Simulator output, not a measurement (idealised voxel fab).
process module | voxel self aligned vias
cross-section cut | 260 nm wide | cells 5 nm
A cross-section is a grid of square cells, given in bands from the top down. A band is one or more rows of cells.
Each band's line starts with the height of the band's top and of its bottom, in nm. Then come its materials from left to right, each with its width in nm. One material with "throughout" fills the band from edge to edge. "air" is empty space.
Height 0 is the level under which the wafer as received is all one material. The lowest band goes on downwards, as in "0 down".
A width such as "30 to 40" changes by the same amount from each row of cells to the next, from the band's top row to its bottom row.
"no change" after a step means that no cell of the cross-section changed.
closed voids: empty space of 8 cells or more with no open way to the top, each as width x height at its distance from the left edge, in nm
after a step's settings: what the simulator itself notes on the step
overlay nm, on a step with a mask: how far to the right of its planned place the mask lay; to the left if negative
plan
1 op RECEIVE | material Si
2 op CONFORMAL_DEP | material SiO2 | thk nm 10
3 op CONFORMAL_DEP | material SiCN | thk nm 5
4 op DIRECTIONAL_DEP | material lowk | thk nm 30
5 op MASKED_ETCH | tone open | mask id LINES | width nm 30 | pitch nm 70 | etch materials lowk | depth nm 30 | overlay nm 0
6 op CONFORMAL_DEP | material TiN | thk nm 5
7 op FILL_DEP | material Ru | thk nm 5
8 op CMP | height nm 45
9 op SELECTIVE_ETCH | etch materials W Ru TiN | depth nm 10
10 op FILL_DEP | material SiN | thk nm 5
11 op CMP | height nm 45
12 op DIRECTIONAL_DEP | material lowk | thk nm 15
13 op MASKED_ETCH | tone open | mask id VIAS | width nm 50 | pitch nm 140 | etch materials lowk | depth nm 15 | overlay nm 0
14 op MASKED_ETCH | tone open | mask id VIAS | width nm 50 | pitch nm 140 | etch materials SiN | depth nm 10 | overlay nm 0
15 op CONFORMAL_DEP | material TiN | thk nm 5
16 op FILL_DEP | material Ru | thk nm 10
17 op CMP | height nm 60
18 op CONFORMAL_DEP | material SiCN | thk nm 5
as received, after step 1
  0 down: Si throughout
  closed voids: none
a wafer at the end: this start, this plan, one mistake
  65 to 60: SiCN throughout
  60 to 50: lowk 35 | TiN 5 | Ru 40 | TiN 5 | lowk 90 | TiN 5 | Ru 40 | TiN 5 | lowk 35
  50 to 45: lowk 35 | TiN 50 | lowk 90 | TiN 50 | lowk 35
  45 to 35: SiN 35 | TiN 10 | lowk 30 | TiN 10 | SiN 30 | lowk 30 | SiN 30 | TiN 10 | lowk 30 | TiN 10 | SiN 35
  35 to 20: Ru 40 | TiN 5 | lowk 30 | TiN 5 | Ru 30 | TiN 5 | lowk 30 | TiN 5 | Ru 30 | TiN 5 | lowk 30 | TiN 5 | Ru 40
  20 to 15: TiN 45 | lowk 30 | TiN 40 | lowk 30 | TiN 40 | lowk 30 | TiN 45
  15 to 10: SiCN throughout
  10 to 0: SiO2 throughout
  0 down: Si throughout
  closed voids: none
what went wrong: step 5 ran as: op MASKED_ETCH | tone cover | mask id LINES | width nm 30 | pitch nm 70 | etch materials lowk | depth nm 30 | overlay nm 0
